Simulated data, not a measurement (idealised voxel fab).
Name of the process module below: voxel transistor to metal
180 nm wide, 5 nm square cells: that's cross-section cut.
A cross-section is written here as square cells arranged in a grid, and it is given in bands from the top down, each band taking up one or more rows of cells.
Band: top and bottom heights (nm) first, top before bottom; then materials from left to right, widths in nm. "all across" marks a sole material filling the band edge to edge. "air" denotes empty space.
Height 0 is the level under which the wafer as received is all one material. The lowest band goes on downwards, as in "0 and below".
Top row gets the first number, bottom row gets the second, and each row in between changes by the same step: that is how a band width like "30..40" works.
For the purposes of this document, the phrase "changes: none" attached to a step denotes that no cell within the cross-section was modified by that step.
Voids not open to the top, 8 cells minimum: see "Enclosed internal cavities". Written width x height at distance; distance is from the left edge; nm.
Read whatever lies past the settings on a step's line as the simulator's own remark about the step.
"overlay nm" answers the question of how far to the right of plan the mask lay on a step that has a mask, and when it is negative the answer is to the left.

## Process steps - plan
1) RECEIVE: material Si
2) CONFORMAL_DEP: material SiO2, thk nm 5
3) CONFORMAL_DEP: material SiN, thk nm 10
4) DIRECTIONAL_DEP: material aC, thk nm 15
5) PATTERN: tone cover, mask id ACTIVE, material resist, width nm 120, thk nm 30, overlay nm 0
6) DIRECTIONAL_ETCH: etch materials aC, depth nm 15
7) STRIP: etch materials resist
8) DIRECTIONAL_ETCH: etch materials SiN, depth nm 10
9) DIRECTIONAL_ETCH: etch materials SiO2, depth nm 5
10) DIRECTIONAL_ETCH: etch materials Si, depth nm 25
11) STRIP: etch materials aC
12) FILL_DEP: material SiO2, thk nm 10
13) CMP: height nm 15
14) SELECTIVE_ETCH: etch materials SiO2, depth nm 10
15) STRIP: etch materials SiN
16) SELECTIVE_ETCH: etch materials SiO2, depth nm 5
17) OXIDIZE: depth nm 5
18) DIRECTIONAL_DEP: material polySi, thk nm 25
19) DIRECTIONAL_DEP: material SiCN, thk nm 15
20) DIRECTIONAL_DEP: material aC, thk nm 15
21) PATTERN: tone cover, mask id GATE, material resist, width nm 30, thk nm 30, overlay nm 0
22) DIRECTIONAL_ETCH: etch materials aC, depth nm 15
23) STRIP: etch materials resist
24) DIRECTIONAL_ETCH: etch materials SiCN, depth nm 25
25) DIRECTIONAL_ETCH: etch materials polySi, depth nm 35
26) STRIP: etch materials aC
27) CONFORMAL_DEP: material SiO2, thk nm 5
28) DIRECTIONAL_ETCH: etch materials SiO2, depth nm 5
29) CONFORMAL_DEP: material SiN, thk nm 5
30) DIRECTIONAL_ETCH: etch materials SiN, depth nm 5
31) DIRECTIONAL_ETCH: etch materials SiO2, depth nm 5
32) EPI: material SiGe, thk nm 5
33) FILL_DEP: material SiO2, thk nm 5
34) CMP: height nm 25
35) STRIP: etch materials polySi
36) SELECTIVE_ETCH: etch materials SiO2, depth nm 5
37) CONFORMAL_DEP: material HfO2, thk nm 5
38) CONFORMAL_DEP: material TiN, thk nm 5
39) FILL_DEP: material W, thk nm 10
40) CMP: height nm 20
41) DIRECTIONAL_DEP: material SiO2, thk nm 15
42) PATTERN: tone open, mask id CONTACT, material resist, width nm 20, pitch nm 80, thk nm 15, overlay nm 0
43) DIRECTIONAL_ETCH: etch materials SiO2, depth nm 35
44) STRIP: etch materials resist
45) CONFORMAL_DEP: material TiN, thk nm 5
46) FILL_DEP: material W, thk nm 5
47) CMP: height nm 35
48) CONFORMAL_DEP: material SiN, thk nm 5
49) DIRECTIONAL_DEP: material lowk, thk nm 20
50) DIRECTIONAL_DEP: material aC, thk nm 15
51) PATTERN: tone open, mask id METAL_1, material resist, width nm 20, pitch nm 80, thk nm 30, overlay nm 0
52) DIRECTIONAL_ETCH: etch materials aC, depth nm 15
53) STRIP: etch materials resist
54) DIRECTIONAL_ETCH: etch materials lowk, depth nm 20
55) DIRECTIONAL_ETCH: etch materials SiN, depth nm 5
56) STRIP: etch materials aC
57) CONFORMAL_DEP: material TiN, thk nm 5
58) FILL_DEP: material Ru, thk nm 5
59) CMP: height nm 60
60) EPI: material Ru, thk nm 5
61) FILL_DEP: material SiCN, thk nm 5
62) DIRECTIONAL_DEP: material lowk, thk nm 35
63) MASKED_ETCH: tone open, mask id METAL_2_HOLES, width nm 15, pitch nm 80, etch materials lowk, depth nm 35, overlay nm 0
64) PATTERN: tone open, mask id METAL_2, material resist, width nm 20, pitch nm 80, thk nm 15, overlay nm 0
65) DIRECTIONAL_ETCH: etch materials lowk, depth nm 20
66) DIRECTIONAL_ETCH: etch materials SiCN, depth nm 5
67) STRIP: etch materials resist
68) CONFORMAL_DEP: material TiN, thk nm 5
69) FILL_DEP: material Cu, thk nm 10
70) CMP: height nm 105
71) CONFORMAL_DEP: material SiCN, thk nm 5

## Concerning the first of two wafers, which was run in accordance with the plan

## Step 1 complete: cross-section of the wafer as received
* 0 and below = Si all across
* Enclosed internal cavities: none

## State of the wafer after step 2, shown in cross-section
* 5 down to 0 = SiO2 all across
* Beneath the level 0, the cross-section is identical to its previous state.

## State of the wafer after step 3, shown in cross-section
* 15 down to 5 = SiN all across
* Beneath the level 5, the cross-section is identical to its previous state.

## State of the wafer after step 4, shown in cross-section
* 30 down to 15 = aC all across
* Beneath the level 15, the cross-section is identical to its previous state.

## State of the wafer after step 5, shown in cross-section
* 60 down to 30 = air (30) | resist (120) | air (30)
* Beneath the level 30, the cross-section is identical to its previous state.

## State of the wafer after step 6, shown in cross-section
* 45 down to 30 = air (30) | resist (120) | air (30)
* 30 down to 15 = air (30) | aC (120) | air (30)
* Beneath the level 15, the cross-section is identical to its previous state.

## State of the wafer after step 7, shown in cross-section
* 30 down to 15 = air (30) | aC (120) | air (30)
* Beneath the level 15, the cross-section is identical to its previous state.

## State of the wafer after step 8, shown in cross-section
* 30 down to 15 = air (30) | aC (120) | air (30)
* 15 down to 5 = air (30) | SiN (120) | air (30)
* Beneath the level 5, the cross-section is identical to its previous state.

## State of the wafer after step 9, shown in cross-section
* 30 down to 15 = air (30) | aC (120) | air (30)
* 15 down to 5 = air (30) | SiN (120) | air (30)
* 5 down to 0 = air (30) | SiO2 (120) | air (30)
* Beneath the level 0, the cross-section is identical to its previous state.

## State of the wafer after step 10, shown in cross-section
* 30 down to 15 = air (30) | aC (120) | air (30)
* 15 down to 5 = air (30) | SiN (120) | air (30)
* 5 down to 0 = air (30) | SiO2 (120) | air (30)
* 0 down to -25 = air (30) | Si (120) | air (30)
* Beneath the level -25, the cross-section is identical to its previous state.

## State of the wafer after step 11, shown in cross-section
* 15 down to 5 = air (30) | SiN (120) | air (30)
* Beneath the level 5, the cross-section is identical to its previous state.

## State of the wafer after step 12, shown in cross-section
* 25 down to 15 = SiO2 all across
* 15 down to 5 = SiO2 (30) | SiN (120) | SiO2 (30)
* 5 down to 0 = SiO2 all across
* 0 down to -25 = SiO2 (30) | Si (120) | SiO2 (30)
* Beneath the level -25, the cross-section is identical to its previous state.

## State of the wafer after step 13, shown in cross-section
* 15 down to 5 = SiO2 (30) | SiN (120) | SiO2 (30)
* Beneath the level 5, the cross-section is identical to its previous state.

## State of the wafer after step 14, shown in cross-section
* 15 down to 5 = air (30) | SiN (120) | air (30)
* Beneath the level 5, the cross-section is identical to its previous state.

## State of the wafer after step 15, shown in cross-section
* 5 down to 0 = SiO2 all across
* Beneath the level 0, the cross-section is identical to its previous state.

## State of the wafer after step 16, shown in cross-section
* 0 down to -25 = SiO2 (30) | Si (120) | SiO2 (30)
* Beneath the level -25, the cross-section is identical to its previous state.

## State of the wafer after step 17, shown in cross-section
* 0 down to -5 = SiO2 all across
* Beneath the level -5, the cross-section is identical to its previous state.

## State of the wafer after step 18, shown in cross-section
* 25 down to 0 = polySi all across
* Beneath the level 0, the cross-section is identical to its previous state.

## State of the wafer after step 19, shown in cross-section
* 40 down to 25 = SiCN all across
* Beneath the level 25, the cross-section is identical to its previous state.

## State of the wafer after step 20, shown in cross-section
* 55 down to 40 = aC all across
* Beneath the level 40, the cross-section is identical to its previous state.

## State of the wafer after step 21, shown in cross-section
* 85 down to 55 = air (75) | resist (30) | air (75)
* Beneath the level 55, the cross-section is identical to its previous state.

## State of the wafer after step 22, shown in cross-section
* 70 down to 55 = air (75) | resist (30) | air (75)
* 55 down to 40 = air (75) | aC (30) | air (75)
* Beneath the level 40, the cross-section is identical to its previous state.

## State of the wafer after step 23, shown in cross-section
* 55 down to 40 = air (75) | aC (30) | air (75)
* Beneath the level 40, the cross-section is identical to its previous state.

## State of the wafer after step 24, shown in cross-section
* 55 down to 40 = air (75) | aC (30) | air (75)
* 40 down to 25 = air (75) | SiCN (30) | air (75)
* Beneath the level 25, the cross-section is identical to its previous state.

## State of the wafer after step 25, shown in cross-section
* 55 down to 40 = air (75) | aC (30) | air (75)
* 40 down to 25 = air (75) | SiCN (30) | air (75)
* 25 down to 0 = air (75) | polySi (30) | air (75)
* Beneath the level 0, the cross-section is identical to its previous state.

## State of the wafer after step 26, shown in cross-section
* 40 down to 25 = air (75) | SiCN (30) | air (75)
* Beneath the level 25, the cross-section is identical to its previous state.

## State of the wafer after step 27, shown in cross-section
* 45 down to 40 = air (70) | SiO2 (40) | air (70)
* 40 down to 25 = air (70) | SiO2 (5) | SiCN (30) | SiO2 (5) | air (70)
* 25 down to 5 = air (70) | SiO2 (5) | polySi (30) | SiO2 (5) | air (70)
* 5 down to 0 = SiO2 (75) | polySi (30) | SiO2 (75)
* Beneath the level 0, the cross-section is identical to its previous state.

## State of the wafer after step 28, shown in cross-section
* 40 down to 25 = air (70) | SiO2 (5) | SiCN (30) | SiO2 (5) | air (70)
* 25 down to 0 = air (70) | SiO2 (5) | polySi (30) | SiO2 (5) | air (70)
* Beneath the level 0, the cross-section is identical to its previous state.

## State of the wafer after step 29, shown in cross-section
* 45 down to 40 = air (65) | SiN (50) | air (65)
* 40 down to 25 = air (65) | SiN (5) | SiO2 (5) | SiCN (30) | SiO2 (5) | SiN (5) | air (65)
* 25 down to 5 = air (65) | SiN (5) | SiO2 (5) | polySi (30) | SiO2 (5) | SiN (5) | air (65)
* 5 down to 0 = SiN (70) | SiO2 (5) | polySi (30) | SiO2 (5) | SiN (70)
* Beneath the level 0, the cross-section is identical to its previous state.

## State of the wafer after step 30, shown in cross-section
* 40 down to 25 = air (65) | SiN (5) | SiO2 (5) | SiCN (30) | SiO2 (5) | SiN (5) | air (65)
* 25 down to 0 = air (65) | SiN (5) | SiO2 (5) | polySi (30) | SiO2 (5) | SiN (5) | air (65)
* Beneath the level 0, the cross-section is identical to its previous state.

## State of the wafer after step 31, shown in cross-section
* 40 down to 35 = air (65) | SiN (5) | air (5) | SiCN (30) | air (5) | SiN (5) | air (65)
* 35 down to 25 = air (65) | SiN (5) | SiO2 (5) | SiCN (30) | SiO2 (5) | SiN (5) | air (65)
* 25 down to 0 = air (65) | SiN (5) | SiO2 (5) | polySi (30) | SiO2 (5) | SiN (5) | air (65)
* 0 down to -5 = air (65) | SiO2 (50) | air (65)
* Beneath the level -5, the cross-section is identical to its previous state.

## State of the wafer after step 32, shown in cross-section
* 40 down to 35 = air (65) | SiN (5) | air (5) | SiCN (30) | air (5) | SiN (5) | air (65)
* 35 down to 25 = air (65) | SiN (5) | SiO2 (5) | SiCN (30) | SiO2 (5) | SiN (5) | air (65)
* 25 down to 0 = air (65) | SiN (5) | SiO2 (5) | polySi (30) | SiO2 (5) | SiN (5) | air (65)
* 0 down to -5 = air (25) | SiGe (40) | SiO2 (50) | SiGe (40) | air (25)
* Beneath the level -5, the cross-section is identical to its previous state.

## State of the wafer after step 33, shown in cross-section
* 45 down to 40 = SiO2 all across
* 40 down to 25 = SiO2 (65) | SiN (5) | SiO2 (5) | SiCN (30) | SiO2 (5) | SiN (5) | SiO2 (65)
* 25 down to 0 = SiO2 (65) | SiN (5) | SiO2 (5) | polySi (30) | SiO2 (5) | SiN (5) | SiO2 (65)
* 0 down to -5 = SiO2 (25) | SiGe (40) | SiO2 (50) | SiGe (40) | SiO2 (25)
* Beneath the level -5, the cross-section is identical to its previous state.

## State of the wafer after step 34, shown in cross-section
* 25 down to 0 = SiO2 (65) | SiN (5) | SiO2 (5) | polySi (30) | SiO2 (5) | SiN (5) | SiO2 (65)
* Beneath the level 0, the cross-section is identical to its previous state.

## State of the wafer after step 35, shown in cross-section
* 25 down to 0 = SiO2 (65) | SiN (5) | SiO2 (5) | air (30) | SiO2 (5) | SiN (5) | SiO2 (65)
* Beneath the level 0, the cross-section is identical to its previous state.

## State of the wafer after step 36, shown in cross-section
* 25 down to 20 = air (65) | SiN (5) | air (40) | SiN (5) | air (65)
* 20 down to 0 = SiO2 (65) | SiN (5) | air (40) | SiN (5) | SiO2 (65)
* 0 down to -5 = SiO2 (25) | SiGe (40) | SiO2 (5) | air (40) | SiO2 (5) | SiGe (40) | SiO2 (25)
* Beneath the level -5, the cross-section is identical to its previous state.

## State of the wafer after step 37, shown in cross-section
* 30 down to 25 = air (60) | HfO2 (15) | air (30) | HfO2 (15) | air (60)
* 25 down to 20 = HfO2 (65) | SiN (5) | HfO2 (5) | air (30) | HfO2 (5) | SiN (5) | HfO2 (65)
* 20 down to 0 = SiO2 (65) | SiN (5) | HfO2 (5) | air (30) | HfO2 (5) | SiN (5) | SiO2 (65)
* 0 down to -5 = SiO2 (25) | SiGe (40) | SiO2 (5) | HfO2 (40) | SiO2 (5) | SiGe (40) | SiO2 (25)
* Beneath the level -5, the cross-section is identical to its previous state.

## State of the wafer after step 38, shown in cross-section
* 35 down to 30 = air (55) | TiN (25) | air (20) | TiN (25) | air (55)
* 30 down to 25 = TiN (60) | HfO2 (15) | TiN (5) | air (20) | TiN (5) | HfO2 (15) | TiN (60)
* 25 down to 20 = HfO2 (65) | SiN (5) | HfO2 (5) | TiN (5) | air (20) | TiN (5) | HfO2 (5) | SiN (5) | HfO2 (65)
* 20 down to 5 = SiO2 (65) | SiN (5) | HfO2 (5) | TiN (5) | air (20) | TiN (5) | HfO2 (5) | SiN (5) | SiO2 (65)
* 5 down to 0 = SiO2 (65) | SiN (5) | HfO2 (5) | TiN (30) | HfO2 (5) | SiN (5) | SiO2 (65)
* Beneath the level 0, the cross-section is identical to its previous state.

## State of the wafer after step 39, shown in cross-section
* 45 down to 35 = W all across
* 35 down to 30 = W (55) | TiN (25) | W (20) | TiN (25) | W (55)
* 30 down to 25 = TiN (60) | HfO2 (15) | TiN (5) | W (20) | TiN (5) | HfO2 (15) | TiN (60)
* 25 down to 20 = HfO2 (65) | SiN (5) | HfO2 (5) | TiN (5) | W (20) | TiN (5) | HfO2 (5) | SiN (5) | HfO2 (65)
* 20 down to 5 = SiO2 (65) | SiN (5) | HfO2 (5) | TiN (5) | W (20) | TiN (5) | HfO2 (5) | SiN (5) | SiO2 (65)
* Beneath the level 5, the cross-section is identical to its previous state.

## State of the wafer after step 40, shown in cross-section
* 20 down to 5 = SiO2 (65) | SiN (5) | HfO2 (5) | TiN (5) | W (20) | TiN (5) | HfO2 (5) | SiN (5) | SiO2 (65)
* Beneath the level 5, the cross-section is identical to its previous state.

## State of the wafer after step 41, shown in cross-section
* 35 down to 20 = SiO2 all across
* Beneath the level 20, the cross-section is identical to its previous state.

## State of the wafer after step 42, shown in cross-section
* 50 down to 35 = resist (40) | air (20) | resist (60) | air (20) | resist (40)
* Beneath the level 35, the cross-section is identical to its previous state.

## State of the wafer after step 43, shown in cross-section
* 50 down to 35 = resist (40) | air (20) | resist (60) | air (20) | resist (40)
* 35 down to 20 = SiO2 (40) | air (20) | SiO2 (60) | air (20) | SiO2 (40)
* 20 down to 5 = SiO2 (40) | air (20) | SiO2 (5) | SiN (5) | HfO2 (5) | TiN (5) | W (20) | TiN (5) | HfO2 (5) | SiN (5) | SiO2 (5) | air (20) | SiO2 (40)
* 5 down to 0 = SiO2 (40) | air (20) | SiO2 (5) | SiN (5) | HfO2 (5) | TiN (30) | HfO2 (5) | SiN (5) | SiO2 (5) | air (20) | SiO2 (40)
* Beneath the level 0, the cross-section is identical to its previous state.

## State of the wafer after step 44, shown in cross-section
* 35 down to 20 = SiO2 (40) | air (20) | SiO2 (60) | air (20) | SiO2 (40)
* Beneath the level 20, the cross-section is identical to its previous state.

## State of the wafer after step 45, shown in cross-section
* 40 down to 35 = TiN (45) | air (10) | TiN (70) | air (10) | TiN (45)
* 35 down to 20 = SiO2 (40) | TiN (5) | air (10) | TiN (5) | SiO2 (60) | TiN (5) | air (10) | TiN (5) | SiO2 (40)
* 20 down to 5 = SiO2 (40) | TiN (5) | air (10) | TiN (5) | SiO2 (5) | SiN (5) | HfO2 (5) | TiN (5) | W (20) | TiN (5) | HfO2 (5) | SiN (5) | SiO2 (5) | TiN (5) | air (10) | TiN (5) | SiO2 (40)
* 5 down to 0 = SiO2 (40) | TiN (20) | SiO2 (5) | SiN (5) | HfO2 (5) | TiN (30) | HfO2 (5) | SiN (5) | SiO2 (5) | TiN (20) | SiO2 (40)
* Beneath the level 0, the cross-section is identical to its previous state.

## State of the wafer after step 46, shown in cross-section
* 45 down to 40 = W all across
* 40 down to 35 = TiN (45) | W (10) | TiN (70) | W (10) | TiN (45)
* 35 down to 20 = SiO2 (40) | TiN (5) | W (10) | TiN (5) | SiO2 (60) | TiN (5) | W (10) | TiN (5) | SiO2 (40)
* 20 down to 5 = SiO2 (40) | TiN (5) | W (10) | TiN (5) | SiO2 (5) | SiN (5) | HfO2 (5) | TiN (5) | W (20) | TiN (5) | HfO2 (5) | SiN (5) | SiO2 (5) | TiN (5) | W (10) | TiN (5) | SiO2 (40)
* Beneath the level 5, the cross-section is identical to its previous state.

## State of the wafer after step 47, shown in cross-section
* 35 down to 20 = SiO2 (40) | TiN (5) | W (10) | TiN (5) | SiO2 (60) | TiN (5) | W (10) | TiN (5) | SiO2 (40)
* Beneath the level 20, the cross-section is identical to its previous state.

## State of the wafer after step 48, shown in cross-section
* 40 down to 35 = SiN all across
* Beneath the level 35, the cross-section is identical to its previous state.

## State of the wafer after step 49, shown in cross-section
* 60 down to 40 = lowk all across
* Beneath the level 40, the cross-section is identical to its previous state.

## State of the wafer after step 50, shown in cross-section
* 75 down to 60 = aC all across
* Beneath the level 60, the cross-section is identical to its previous state.

## State of the wafer after step 51, shown in cross-section
* 105 down to 75 = resist (40) | air (20) | resist (60) | air (20) | resist (40)
* Beneath the level 75, the cross-section is identical to its previous state.

## State of the wafer after step 52, shown in cross-section
* 90 down to 75 = resist (40) | air (20) | resist (60) | air (20) | resist (40)
* 75 down to 60 = aC (40) | air (20) | aC (60) | air (20) | aC (40)
* Beneath the level 60, the cross-section is identical to its previous state.

## State of the wafer after step 53, shown in cross-section
* 75 down to 60 = aC (40) | air (20) | aC (60) | air (20) | aC (40)
* Beneath the level 60, the cross-section is identical to its previous state.

## State of the wafer after step 54, shown in cross-section
* 75 down to 60 = aC (40) | air (20) | aC (60) | air (20) | aC (40)
* 60 down to 40 = lowk (40) | air (20) | lowk (60) | air (20) | lowk (40)
* Beneath the level 40, the cross-section is identical to its previous state.

## State of the wafer after step 55, shown in cross-section
* 75 down to 60 = aC (40) | air (20) | aC (60) | air (20) | aC (40)
* 60 down to 40 = lowk (40) | air (20) | lowk (60) | air (20) | lowk (40)
* 40 down to 35 = SiN (40) | air (20) | SiN (60) | air (20) | SiN (40)
* Beneath the level 35, the cross-section is identical to its previous state.

## State of the wafer after step 56, shown in cross-section
* 60 down to 40 = lowk (40) | air (20) | lowk (60) | air (20) | lowk (40)
* Beneath the level 40, the cross-section is identical to its previous state.

## State of the wafer after step 57, shown in cross-section
* 65 down to 60 = TiN (45) | air (10) | TiN (70) | air (10) | TiN (45)
* 60 down to 40 = lowk (40) | TiN (5) | air (10) | TiN (5) | lowk (60) | TiN (5) | air (10) | TiN (5) | lowk (40)
* 40 down to 35 = SiN (40) | TiN (20) | SiN (60) | TiN (20) | SiN (40)
* Beneath the level 35, the cross-section is identical to its previous state.

## State of the wafer after step 58, shown in cross-section
* 70 down to 65 = Ru all across
* 65 down to 60 = TiN (45) | Ru (10) | TiN (70) | Ru (10) | TiN (45)
* 60 down to 40 = lowk (40) | TiN (5) | Ru (10) | TiN (5) | lowk (60) | TiN (5) | Ru (10) | TiN (5) | lowk (40)
* Beneath the level 40, the cross-section is identical to its previous state.

## State of the wafer after step 59, shown in cross-section
* 60 down to 40 = lowk (40) | TiN (5) | Ru (10) | TiN (5) | lowk (60) | TiN (5) | Ru (10) | TiN (5) | lowk (40)
* Beneath the level 40, the cross-section is identical to its previous state.

## State of the wafer after step 60, shown in cross-section
* 65 down to 60 = air (35) | Ru (30) | air (50) | Ru (30) | air (35)
* Beneath the level 60, the cross-section is identical to its previous state.

## State of the wafer after step 61, shown in cross-section
* 70 down to 65 = SiCN all across
* 65 down to 60 = SiCN (35) | Ru (30) | SiCN (50) | Ru (30) | SiCN (35)
* Beneath the level 60, the cross-section is identical to its previous state.

## State of the wafer after step 62, shown in cross-section
* 105 down to 70 = lowk all across
* Beneath the level 70, the cross-section is identical to its previous state.

## State of the wafer after step 63, shown in cross-section
* 105 down to 70 = lowk (40) | air (15) | lowk (65) | air (15) | lowk (45)
* Beneath the level 70, the cross-section is identical to its previous state.

## State of the wafer after step 64, shown in cross-section
* 120 down to 105 = resist (40) | air (20) | resist (60) | air (20) | resist (40)
* Beneath the level 105, the cross-section is identical to its previous state.

## State of the wafer after step 65, shown in cross-section
* 120 down to 105 = resist (40) | air (20) | resist (60) | air (20) | resist (40)
* 105 down to 85 = lowk (40) | air (20) | lowk (60) | air (20) | lowk (40)
* Beneath the level 85, the cross-section is identical to its previous state.

## State of the wafer after step 66, shown in cross-section
* 120 down to 105 = resist (40) | air (20) | resist (60) | air (20) | resist (40)
* 105 down to 85 = lowk (40) | air (20) | lowk (60) | air (20) | lowk (40)
* 85 down to 70 = lowk (40) | air (15) | lowk (65) | air (15) | lowk (45)
* 70 down to 65 = SiCN (40) | air (15) | SiCN (65) | air (15) | SiCN (45)
* Beneath the level 65, the cross-section is identical to its previous state.

## State of the wafer after step 67, shown in cross-section
* 105 down to 85 = lowk (40) | air (20) | lowk (60) | air (20) | lowk (40)
* Beneath the level 85, the cross-section is identical to its previous state.

## State of the wafer after step 68, shown in cross-section
* 110 down to 105 = TiN (45) | air (10) | TiN (70) | air (10) | TiN (45)
* 105 down to 90 = lowk (40) | TiN (5) | air (10) | TiN (5) | lowk (60) | TiN (5) | air (10) | TiN (5) | lowk (40)
* 90 down to 85 = lowk (40) | TiN (5) | air (5) | TiN (10) | lowk (60) | TiN (5) | air (5) | TiN (10) | lowk (40)
* 85 down to 70 = lowk (40) | TiN (5) | air (5) | TiN (5) | lowk (65) | TiN (5) | air (5) | TiN (5) | lowk (45)
* 70 down to 65 = SiCN (40) | TiN (15) | SiCN (65) | TiN (15) | SiCN (45)
* Beneath the level 65, the cross-section is identical to its previous state.

## State of the wafer after step 69, shown in cross-section
* 120 down to 110 = Cu all across
* 110 down to 105 = TiN (45) | Cu (10) | TiN (70) | Cu (10) | TiN (45)
* 105 down to 90 = lowk (40) | TiN (5) | Cu (10) | TiN (5) | lowk (60) | TiN (5) | Cu (10) | TiN (5) | lowk (40)
* 90 down to 85 = lowk (40) | TiN (5) | Cu (5) | TiN (10) | lowk (60) | TiN (5) | Cu (5) | TiN (10) | lowk (40)
* 85 down to 70 = lowk (40) | TiN (5) | Cu (5) | TiN (5) | lowk (65) | TiN (5) | Cu (5) | TiN (5) | lowk (45)
* Beneath the level 70, the cross-section is identical to its previous state.

## State of the wafer after step 70, shown in cross-section
* 105 down to 90 = lowk (40) | TiN (5) | Cu (10) | TiN (5) | lowk (60) | TiN (5) | Cu (10) | TiN (5) | lowk (40)
* Beneath the level 90, the cross-section is identical to its previous state.

## State of the wafer after step 71, shown in cross-section
* 110 down to 105 = SiCN all across
* Beneath the level 105, the cross-section is identical to its previous state.

## Second Wafer (Identical Start and Plan, One Processing Error; Matches First Wafer Through Step 47)

## Look at the second wafer in cross-section at the time step 48 ought to have finished
* 55 down to 35 = lowk all across
* Beneath the level 35, the cross-section is identical to its previous state.

## Look at the second wafer in cross-section at the time step 49 ought to have finished
* 60 down to 55 = SiN all across
* Beneath the level 55, the cross-section is identical to its previous state.

## Look at the second wafer in cross-section at the time step 50 ought to have finished
* 75 down to 60 = aC all across
* Beneath the level 60, the cross-section is identical to its previous state.

## Look at the second wafer in cross-section at the time step 51 ought to have finished
* 105 down to 75 = resist (40) | air (20) | resist (60) | air (20) | resist (40)
* Beneath the level 75, the cross-section is identical to its previous state.

## Look at the second wafer in cross-section at the time step 52 ought to have finished
* 90 down to 75 = resist (40) | air (20) | resist (60) | air (20) | resist (40)
* 75 down to 60 = aC (40) | air (20) | aC (60) | air (20) | aC (40)
* Beneath the level 60, the cross-section is identical to its previous state.

## Look at the second wafer in cross-section at the time step 53 ought to have finished
* 75 down to 60 = aC (40) | air (20) | aC (60) | air (20) | aC (40)
* Beneath the level 60, the cross-section is identical to its previous state.

Look at the second wafer in cross-section at the time step 54 ought to have finished: changes: none

## Look at the second wafer in cross-section at the time step 55 ought to have finished
* 75 down to 60 = aC (40) | air (20) | aC (60) | air (20) | aC (40)
* 60 down to 55 = SiN (40) | air (20) | SiN (60) | air (20) | SiN (40)
* Beneath the level 55, the cross-section is identical to its previous state.

## Look at the second wafer in cross-section at the time step 56 ought to have finished
* 60 down to 55 = SiN (40) | air (20) | SiN (60) | air (20) | SiN (40)
* Beneath the level 55, the cross-section is identical to its previous state.

## Look at the second wafer in cross-section at the time step 57 ought to have finished
* 65 down to 60 = TiN (45) | air (10) | TiN (70) | air (10) | TiN (45)
* 60 down to 55 = SiN (40) | TiN (20) | SiN (60) | TiN (20) | SiN (40)
* Beneath the level 55, the cross-section is identical to its previous state.

## Look at the second wafer in cross-section at the time step 58 ought to have finished
* 70 down to 65 = Ru all across
* 65 down to 60 = TiN (45) | Ru (10) | TiN (70) | Ru (10) | TiN (45)
* Beneath the level 60, the cross-section is identical to its previous state.

## Look at the second wafer in cross-section at the time step 59 ought to have finished
* 60 down to 55 = SiN (40) | TiN (20) | SiN (60) | TiN (20) | SiN (40)
* Beneath the level 55, the cross-section is identical to its previous state.

## Look at the second wafer in cross-section at the time step 60 ought to have finished
* 65 down to 60 = air (35) | Ru (30) | air (50) | Ru (30) | air (35)
* Beneath the level 60, the cross-section is identical to its previous state.

## Look at the second wafer in cross-section at the time step 61 ought to have finished
* 70 down to 65 = SiCN all across
* 65 down to 60 = SiCN (35) | Ru (30) | SiCN (50) | Ru (30) | SiCN (35)
* Beneath the level 60, the cross-section is identical to its previous state.

## Look at the second wafer in cross-section at the time step 62 ought to have finished
* 105 down to 70 = lowk all across
* Beneath the level 70, the cross-section is identical to its previous state.

## Look at the second wafer in cross-section at the time step 63 ought to have finished
* 105 down to 70 = lowk (40) | air (15) | lowk (65) | air (15) | lowk (45)
* Beneath the level 70, the cross-section is identical to its previous state.

## Look at the second wafer in cross-section at the time step 64 ought to have finished
* 120 down to 105 = resist (40) | air (20) | resist (60) | air (20) | resist (40)
* Beneath the level 105, the cross-section is identical to its previous state.

## Look at the second wafer in cross-section at the time step 65 ought to have finished
* 120 down to 105 = resist (40) | air (20) | resist (60) | air (20) | resist (40)
* 105 down to 85 = lowk (40) | air (20) | lowk (60) | air (20) | lowk (40)
* Beneath the level 85, the cross-section is identical to its previous state.

## Look at the second wafer in cross-section at the time step 66 ought to have finished
* 120 down to 105 = resist (40) | air (20) | resist (60) | air (20) | resist (40)
* 105 down to 85 = lowk (40) | air (20) | lowk (60) | air (20) | lowk (40)
* 85 down to 70 = lowk (40) | air (15) | lowk (65) | air (15) | lowk (45)
* 70 down to 65 = SiCN (40) | air (15) | SiCN (65) | air (15) | SiCN (45)
* Beneath the level 65, the cross-section is identical to its previous state.

## Look at the second wafer in cross-section at the time step 67 ought to have finished
* 105 down to 85 = lowk (40) | air (20) | lowk (60) | air (20) | lowk (40)
* Beneath the level 85, the cross-section is identical to its previous state.

## Look at the second wafer in cross-section at the time step 68 ought to have finished
* 110 down to 105 = TiN (45) | air (10) | TiN (70) | air (10) | TiN (45)
* 105 down to 90 = lowk (40) | TiN (5) | air (10) | TiN (5) | lowk (60) | TiN (5) | air (10) | TiN (5) | lowk (40)
* 90 down to 85 = lowk (40) | TiN (5) | air (5) | TiN (10) | lowk (60) | TiN (5) | air (5) | TiN (10) | lowk (40)
* 85 down to 70 = lowk (40) | TiN (5) | air (5) | TiN (5) | lowk (65) | TiN (5) | air (5) | TiN (5) | lowk (45)
* 70 down to 65 = SiCN (40) | TiN (15) | SiCN (65) | TiN (15) | SiCN (45)
* Beneath the level 65, the cross-section is identical to its previous state.

## Look at the second wafer in cross-section at the time step 69 ought to have finished
* 120 down to 110 = Cu all across
* 110 down to 105 = TiN (45) | Cu (10) | TiN (70) | Cu (10) | TiN (45)
* 105 down to 90 = lowk (40) | TiN (5) | Cu (10) | TiN (5) | lowk (60) | TiN (5) | Cu (10) | TiN (5) | lowk (40)
* 90 down to 85 = lowk (40) | TiN (5) | Cu (5) | TiN (10) | lowk (60) | TiN (5) | Cu (5) | TiN (10) | lowk (40)
* 85 down to 70 = lowk (40) | TiN (5) | Cu (5) | TiN (5) | lowk (65) | TiN (5) | Cu (5) | TiN (5) | lowk (45)
* Beneath the level 70, the cross-section is identical to its previous state.

## Look at the second wafer in cross-section at the time step 70 ought to have finished
* 105 down to 90 = lowk (40) | TiN (5) | Cu (10) | TiN (5) | lowk (60) | TiN (5) | Cu (10) | TiN (5) | lowk (40)
* Beneath the level 90, the cross-section is identical to its previous state.

## Look at the second wafer in cross-section at the time step 71 ought to have finished
* 110 down to 105 = SiCN all across
* Beneath the level 105, the cross-section is identical to its previous state.
Plan not followed: steps 48 and 49 were swapped
FYI, end of process, the second wafer has more or fewer cells of some materials than the first: Ru: 16 fewer; TiN: 16 fewer; lowk: 32 more
